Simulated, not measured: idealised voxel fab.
Process module heading - voxel released beams
In the cross-section labelled cut, the width is 265 nm and each square cell is 5 nm.
A cross-section in this document is a grid of square cells, and it is written down as bands, the top band listed before the ones below it; a band is made up of one or more rows of cells. Top, bottom (nm), then materials left to right with widths (nm); lone material tagged "full width" fills the whole band edge to edge; "blank" = empty space. We count height from 0. Below that, the starting wafer is all one material. The lowest band never ends at the bottom but goes on down; see "z 0 and below" for how that is written. A width given as "30..40" starts at the first number in the band's top row and ends at the second number in its bottom row, shifting by an equal amount at every step from row to row. For the purposes of this document, the phrase "nothing was modified" attached to a step denotes that no cell within the cross-section was modified by that step. Look at "Enclosed empty spaces" for the closed voids: empty spaces with no open path to the top, sized 8 cells or up. Each is width x height at distance, distance from the left edge, all nm. If you see something after the settings on a step's line, that's the simulator's own remark about that step. A step's line can hold "overlay nm"; with a mask on that step, the setting says how far right of the planned place the mask lay, while a negative setting says it lay to the left.
Here's what the planned process steps look like:
| 1 | RECEIVE, material Si |
| 2 | CONFORMAL_DEP, material Al2O3, thk nm 10 |
| 3 | DIRECTIONAL_DEP, material SiO2, thk nm 10 |
| 4 | MASKED_ETCH, tone open, mask id ANCHOR, width nm 40, etch materials SiO2, depth nm 10, overlay nm 0 |
| 5 | CONFORMAL_DEP, material W, thk nm 15 |
| 6 | MASKED_ETCH, tone cover, mask id BEAM, width nm 90, etch materials W, depth nm 15, overlay nm 0 |
| 7 | STRIP, etch materials SiO2 |
Wafer at receipt (post step 1), cross-section:
- z 0 and below | Si full width
- Enclosed empty spaces: none
First of two wafers at the end of the module, shown in cross-section; run carried out as planned:
- z 35 to 25 | blank 85; W 20; blank 10; W 60; blank 90
- z 25 to 20 | blank 85; W 90; blank 90
- z 20 to 10 | blank 90; W 40; blank 135
- z 10 to 0 | Al2O3 full width
- z 0 and below | Si full width
- Enclosed empty spaces: none
Wafer two cross-section, module end. Start and plan unchanged from wafer one; one mistake made during the run:
- z 20 to 10 | SiO2 90; blank 40; SiO2 135
- z 10 to 0 | Al2O3 full width
- z 0 and below | Si full width
- Enclosed empty spaces: none
Deviation noted in wafer processing: planned and actual differ for step 7; actual: STRIP, etch materials W
Upon completion, the second wafer contains, in terms of cells, a greater or smaller amount of certain materials than the first wafer: SiO2 +90 | W -66
